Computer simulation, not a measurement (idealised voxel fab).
The name of this process module is voxel spacer lines.
It is cross-section cut that appears here, measuring 160 nm in width, its square cells being 5 nm in size.
Reading order for cross-sections: top band down to bottom band. Underlying form: a grid of square cells. Band size: one or more rows of cells. Quick guide to a band line: top height, bottom height (nm) up front; then every material left to right with its width in nm. Only one material and it's marked "all across"? Then it fills the band edge to edge. And "air" just means empty space. The level at which height equals 0 is the one under which the wafer, as it arrives, is entirely one material. No lower edge exists for the bottom band, which continues downward and is notated as in "top 0, no bottom". Width spec "30..40" -> top row of cells at first value, bottom row at second value, equal per-row change in between. Where a step carries "all unchanged", the cross-section came out of it unchanged, cell for cell. "Voids lacking openings" - sealed voids, min. 8 cells, no opening to top; format: width x height at distance (distance from left edge; nm throughout). Step line, after settings: the simulator's comment on this step. You can add "overlay nm" to a step's line. For a step with a mask, it describes how far the mask lay to the right of its planned position, and a negative number describes a lay to the left.
[Steps in the process plan]
step 1: RECEIVE with material Si
step 2: CONFORMAL_DEP with material Al2O3, thk nm 5
step 3: DIRECTIONAL_DEP with material W, thk nm 15
step 4: DIRECTIONAL_DEP with material aC, thk nm 20
step 5: PATTERN with tone cover, mask id MANDREL, material resist, width nm 15, pitch nm 60, thk nm 25, overlay nm 0
step 6: DIRECTIONAL_ETCH with etch materials aC, depth nm 20
step 7: STRIP with etch materials resist
step 8: CONFORMAL_DEP with material SiO2, thk nm 10
step 9: DIRECTIONAL_ETCH with etch materials SiO2, depth nm 10
step 10: STRIP with etch materials aC
step 11: DIRECTIONAL_ETCH with etch materials W, depth nm 15
step 12: STRIP with etch materials SiO2
Be aware that, although all wafers share a common starting state, the width nm at step 5 differs among them, and the plan displays the first wafer's value.
[Cut through the first of several wafers as received, post step 1]
> top 0, no bottom = Si all across
> Voids lacking openings: none
[First of several wafers: cross-section at the end of the module, after step 12, its last step]
> top 20, bottom 5 = air (35) | W (10) | air (15) | W (10) | air (25) | W (10) | air (15) | W (10) | air (30)
> top 5, bottom 0 = Al2O3 all across
> top 0, no bottom = Si all across
> Voids lacking openings: none
[End of module: cross-section, last of several wafers]
> top 20, bottom 5 = air (25) | W (10) | air (35) | W (10) | air (5) | W (10) | air (35) | W (10) | air (20)
> top 5, bottom 0 = Al2O3 all across
> top 0, no bottom = Si all across
> Voids lacking openings: none
[Where each wafer stands at the end of the module, a row apiece: cells of each material gained (+) or lost (-) since it was received, then closed voids]
width nm 15; +32 Al2O3; +24 W; Voids lacking openings: none
width nm 20; +32 Al2O3; +24 W; Voids lacking openings: none
width nm 25; +32 Al2O3; +24 W; Voids lacking openings: none
width nm 30; +32 Al2O3; +24 W; Voids lacking openings: none
width nm 35; +32 Al2O3; +24 W; Voids lacking openings: none
